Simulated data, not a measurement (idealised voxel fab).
The following process module bears the name voxel wiring stack.
Square cell edge 5 nm, section width 230 nm, ID cut.
This document writes a cross-section as a grid whose cells are square, and gives it as bands, listed from the top down; one or more rows of cells form a band.
First you get the band's top height and its bottom height, in nm, and then the materials it's made of, left to right, with each width in nm. If you see a single material with "throughout", that one covers the band edge to edge. "air" is empty space.
A quick word on heights: they are counted from 0, and under that level the wafer as it came to us is one material throughout. The lowest band is different from the rest in having no bottom; it simply continues downward, written as in "0..down".
Think of "30..40" as a width that walks from the first number to the second as you go down the band, top row to bottom row, taking equal-sized steps from row to row.
Step note "no change" = no cross-section cell changed.
Closed-off voids of 8+ cells (no open route to the top) go in "Enclosed cavities", written width x height at distance from the left edge, in nm.
Past the settings on a step's line: simulator remark, on that step.
overlay nm: how far to the right of its planned place the mask lay on this masked step (negative: to the left).
-- The steps planned for the process are as follows
1: RECEIVE with material Si
2: CONFORMAL_DEP with material SiO2, thk nm 15
3: CONFORMAL_DEP with material SiN, thk nm 5
4: DIRECTIONAL_DEP with material SiO2, thk nm 20
5: DIRECTIONAL_DEP with material aC, thk nm 10
6: PATTERN with tone open, mask id METAL_1, material resist, width nm 20, pitch nm 50, thk nm 25, overlay nm 0
7: DIRECTIONAL_ETCH with etch materials aC, depth nm 10
8: STRIP with etch materials resist
9: DIRECTIONAL_ETCH with etch materials SiO2, depth nm 20
10: DIRECTIONAL_ETCH with etch materials SiN, depth nm 5
11: STRIP with etch materials aC
12: CONFORMAL_DEP with material TiN, thk nm 5
13: FILL_DEP with material W, thk nm 10
14: CMP with height nm 40
15: EPI with material Ru, thk nm 5
16: FILL_DEP with material SiCN, thk nm 5
17: DIRECTIONAL_DEP with material lowk, thk nm 30
18: MASKED_ETCH with tone open, mask id METAL_2_HOLES, width nm 15, pitch nm 50, etch materials lowk, depth nm 30, overlay nm 0
19: MASKED_ETCH with tone open, mask id METAL_2, width nm 20, pitch nm 50, etch materials lowk, depth nm 15, overlay nm 0
20: MASKED_ETCH with tone open, mask id METAL_2, width nm 20, pitch nm 50, etch materials SiCN, depth nm 5, overlay nm 0
21: CONFORMAL_DEP with material TiN, thk nm 5
22: FILL_DEP with material Cu, thk nm 5
23: CMP with height nm 80
24: CONFORMAL_DEP with material SiCN, thk nm 5
25: DIRECTIONAL_DEP with material lowk, thk nm 25
26: PATTERN with tone open, mask id METAL_3, material resist, width nm 20, pitch nm 50, thk nm 20, overlay nm 0
27: DIRECTIONAL_ETCH with etch materials lowk, depth nm 15
28: STRIP with etch materials resist
29: PATTERN with tone open, mask id METAL_3_HOLES, material resist, width nm 15, pitch nm 50, thk nm 20, overlay nm 0
30: DIRECTIONAL_ETCH with etch materials lowk, depth nm 10
31: DIRECTIONAL_ETCH with etch materials SiCN, depth nm 5
32: STRIP with etch materials resist
33: CONFORMAL_DEP with material TiN, thk nm 5
34: FILL_DEP with material Ru, thk nm 10
35: CMP with height nm 110
36: CONFORMAL_DEP with material SiN, thk nm 5
-- Cross-section of the incoming wafer, state after step 1
* 0..down | Si throughout
* Enclosed cavities: none
-- What the wafer looks like in cross-section after this module, when it starts as shown above and follows the plan above but one mistake is made in running it
* 115..110 | SiN throughout
* 110..100 | lowk 80; TiN 5; Ru 10; TiN 5; lowk 30; TiN 5; Ru 10; TiN 5; lowk 80
* 100..95 | lowk 80; TiN 5; Ru 5; TiN 10; lowk 30; TiN 5; Ru 5; TiN 10; lowk 80
* 95..85 | lowk 80; TiN 5; Ru 5; TiN 5; lowk 35; TiN 5; Ru 5; TiN 5; lowk 85
* 85..80 | SiCN 80; TiN 15; SiCN 35; TiN 15; SiCN 85
* 80..70 | lowk 80; TiN 5; Cu 10; TiN 5; lowk 30; TiN 5; Cu 10; TiN 5; lowk 80
* 70..65 | lowk 80; TiN 5; Cu 5; TiN 10; lowk 30; TiN 5; Cu 5; TiN 10; lowk 80
* 65..50 | lowk 80; TiN 5; Cu 5; TiN 5; lowk 35; TiN 5; Cu 5; TiN 5; lowk 85
* 50..45 | SiCN 80; TiN 15; SiCN 35; TiN 15; SiCN 85
* 45..40 | Ru throughout
* 40..35 | TiN 85; W 10; TiN 40; W 10; TiN 85
* 35..15 | SiO2 80; TiN 5; W 10; TiN 5; SiO2 30; TiN 5; W 10; TiN 5; SiO2 80
* 15..10 | SiN 80; TiN 20; SiN 30; TiN 20; SiN 80
* 10..0 | SiO2 throughout
* 0..down | Si throughout
* Enclosed cavities: none
Run error: for step 2, the planned setting was not used; the step was instead run as CONFORMAL_DEP with material SiO2, thk nm 10
